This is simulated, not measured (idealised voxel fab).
Title: Process Module voxel released beams
The figure presents cross-section cut, which has a width of 255 nm and is divided into square cells with an edge length of 5 nm.
When this document writes out a cross-section, it uses a grid of square cells and lists it as bands, beginning at the top and moving down, with a band standing for one or more rows of cells. Heights first: top, then bottom, in nm. Then materials, left to right, each with a width in nm. "all across" on a single material: fills the band edge to edge. "air": empty space. It should be noted that heights are counted from 0, beneath which the wafer as supplied is of one material throughout, and that the lowest band possesses no lower boundary but continues downward, as written in "0 nm and below". You'd read "30 to 40" like this: the band's top row of cells is as wide as the first number, its bottom row is as wide as the second, and going down, every row changes width by the same amount as the row before did. "no change occurred" means the step left every cell of the cross-section as it was. Closed-off voids of 8+ cells (no open route to the top) go in "Catalogued sealed voids", written width x height at distance from the left edge, in nm. It should be noted that, on the line of a given step, the content following the step's settings is a remark produced by the simulator itself with respect to that step. overlay nm: mask right of planned place by this much (step with mask). Neg. = left.

# plan
- 1: RECEIVE: material Si
- 2: CONFORMAL_DEP: material Al2O3, thk nm 5
- 3: DIRECTIONAL_DEP: material SiO2, thk nm 20
- 4: PATTERN: tone open, mask id ANCHOR, material resist, width nm 35, thk nm 20, overlay nm 0
- 5: DIRECTIONAL_ETCH: etch materials SiO2, depth nm 20
- 6: STRIP: etch materials resist
- 7: CONFORMAL_DEP: material SiN, thk nm 15
- 8: MASKED_ETCH: tone cover, mask id BEAM, width nm 120, etch materials SiN, depth nm 15, overlay nm 0
- 9: STRIP: etch materials SiO2

# First wafer, two in total, run as planned

# Step 1 complete: cross-section of the wafer as received
  0 nm and below = Si all across
  Catalogued sealed voids: none

# Take a look at the wafer's cross-section after step 2
  5 nm to 0 nm = Al2O3 all across
  Everything below 0 is unchanged.

# Take a look at the wafer's cross-section after step 3
  25 nm to 5 nm = SiO2 all across
  Everything below 5 is unchanged.

# Take a look at the wafer's cross-section after step 4
  45 nm to 25 nm = 70 resist; 35 air; 150 resist
  Everything below 25 is unchanged.

# Take a look at the wafer's cross-section after step 5
  45 nm to 25 nm = 70 resist; 35 air; 150 resist
  25 nm to 5 nm = 70 SiO2; 35 air; 150 SiO2
  Everything below 5 is unchanged.

# Take a look at the wafer's cross-section after step 6
  25 nm to 5 nm = 70 SiO2; 35 air; 150 SiO2
  Everything below 5 is unchanged.

# Take a look at the wafer's cross-section after step 7
  40 nm to 25 nm = 85 SiN; 5 air; 165 SiN
  25 nm to 20 nm = 70 SiO2; 15 SiN; 5 air; 15 SiN; 150 SiO2
  20 nm to 5 nm = 70 SiO2; 35 SiN; 150 SiO2
  Everything below 5 is unchanged.

# Take a look at the wafer's cross-section after step 8
  40 nm to 25 nm = 65 air; 20 SiN; 5 air; 95 SiN; 70 air
  Everything below 25 is unchanged.

# Take a look at the wafer's cross-section after step 9
  40 nm to 25 nm = 65 air; 20 SiN; 5 air; 95 SiN; 70 air
  25 nm to 20 nm = 70 air; 15 SiN; 5 air; 15 SiN; 150 air
  20 nm to 5 nm = 70 air; 35 SiN; 150 air
  Everything below 5 is unchanged.

# Second Wafer (Identical Start and Plan, One Processing Error; Matches First Wafer Through Step 3)

# Second wafer, section view, time point: scheduled end of step 4
  45 nm to 25 nm = 65 resist; 35 air; 155 resist
  Everything below 25 is unchanged.

# Second wafer, section view, time point: scheduled end of step 5
  45 nm to 25 nm = 65 resist; 35 air; 155 resist
  25 nm to 5 nm = 65 SiO2; 35 air; 155 SiO2
  Everything below 5 is unchanged.

# Second wafer, section view, time point: scheduled end of step 6
  25 nm to 5 nm = 65 SiO2; 35 air; 155 SiO2
  Everything below 5 is unchanged.

# Second wafer, section view, time point: scheduled end of step 7
  40 nm to 25 nm = 80 SiN; 5 air; 170 SiN
  25 nm to 20 nm = 65 SiO2; 15 SiN; 5 air; 15 SiN; 155 SiO2
  20 nm to 5 nm = 65 SiO2; 35 SiN; 155 SiO2
  Everything below 5 is unchanged.

# Second wafer, section view, time point: scheduled end of step 8
  40 nm to 25 nm = 65 air; 15 SiN; 5 air; 100 SiN; 70 air
  Everything below 25 is unchanged.

# Second wafer, section view, time point: scheduled end of step 9
  40 nm to 25 nm = 65 air; 15 SiN; 5 air; 100 SiN; 70 air
  25 nm to 20 nm = 65 air; 15 SiN; 5 air; 15 SiN; 155 air
  20 nm to 5 nm = 65 air; 35 SiN; 155 air
  Everything below 5 is unchanged.
Heads up, the wafer didn't run the way we planned it: step 4 was not run as planned; what actually ran was PATTERN: tone open, mask id ANCHOR, material resist, width nm 35, thk nm 20, overlay nm -5
Cell counts per material: same on both final wafers. Positions: different.
